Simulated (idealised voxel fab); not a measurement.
Process module, titled voxel tone inversion
Pictured: cross-section cut, 245 nm wide, on a grid of 5 nm square cells.
Notation: cross-section as square-cell grid; stated in bands, top first, going down; one or more cell rows per band. Band: top height; bottom height; in nm. Then, left to right: material with width in nm, for each material. "all across": a single material spanning edge to edge. "blank": empty space. Height datum 0, below which the as-received substrate wafer is one material. Lowest band open at the bottom, running downward: "top 0, no bottom". The two numbers in a width such as "30 to 40" mark its ends across the band: the first belongs to the top row of cells, the second to the bottom row, and from each row to the next the width moves by the same amount. It should be understood that the words "no modifications", when stated for a given step, signify that the cross-section underwent no change in any of its cells during that step. "Closed cavities" lists enclosed empty spaces (at least 8 cells, no open path upward to the top), each as width x height at distance from the left edge, in nm. What comes after the settings on a step's line is commentary from the simulator itself on that step. Among the settings permitted on a step's line is "overlay nm"; applied to a step with a mask, it specifies the extent to which the mask lay to the right of its planned position, whereas a negative figure signifies a position to the left.
# Planned step list for the process
- 1: RECEIVE,material Si
- 2: CONFORMAL_DEP,material SiN,thk nm 5
- 3: DIRECTIONAL_DEP,material polySi,thk nm 15
- 4: PATTERN,tone cover,mask id POSTS,material resist,width nm 20,pitch nm 40,thk nm 20,overlay nm 0
- 5: DIRECTIONAL_ETCH,etch materials polySi,depth nm 15
- 6: STRIP,etch materials resist
- 7: FILL_DEP,material SiO2,thk nm 5
- 8: CMP,height nm 20
- 9: STRIP,etch materials polySi
# Cross-section of the incoming wafer, state after step 1
    top 0, no bottom  Si all across
    Closed cavities: none
# Module complete, cross-section. Starting point and plan per above. One mistake made in running the module
    top 20, bottom 5  SiO2 60 nm, blank 20 nm, SiO2 20 nm, blank 20 nm, SiO2 20 nm, blank 20 nm, SiO2 20 nm, blank 20 nm, SiO2 45 nm
    top 5, bottom 0  SiN all across
    top 0, no bottom  Si all across
    Closed cavities: none
The plan and the run diverged here: it should be noted that step 4 was executed with settings other than those planned, the operation and settings actually applied being PATTERN,tone cover,mask id POSTS,material resist,width nm 20,pitch nm 40,thk nm 20,overlay nm 10
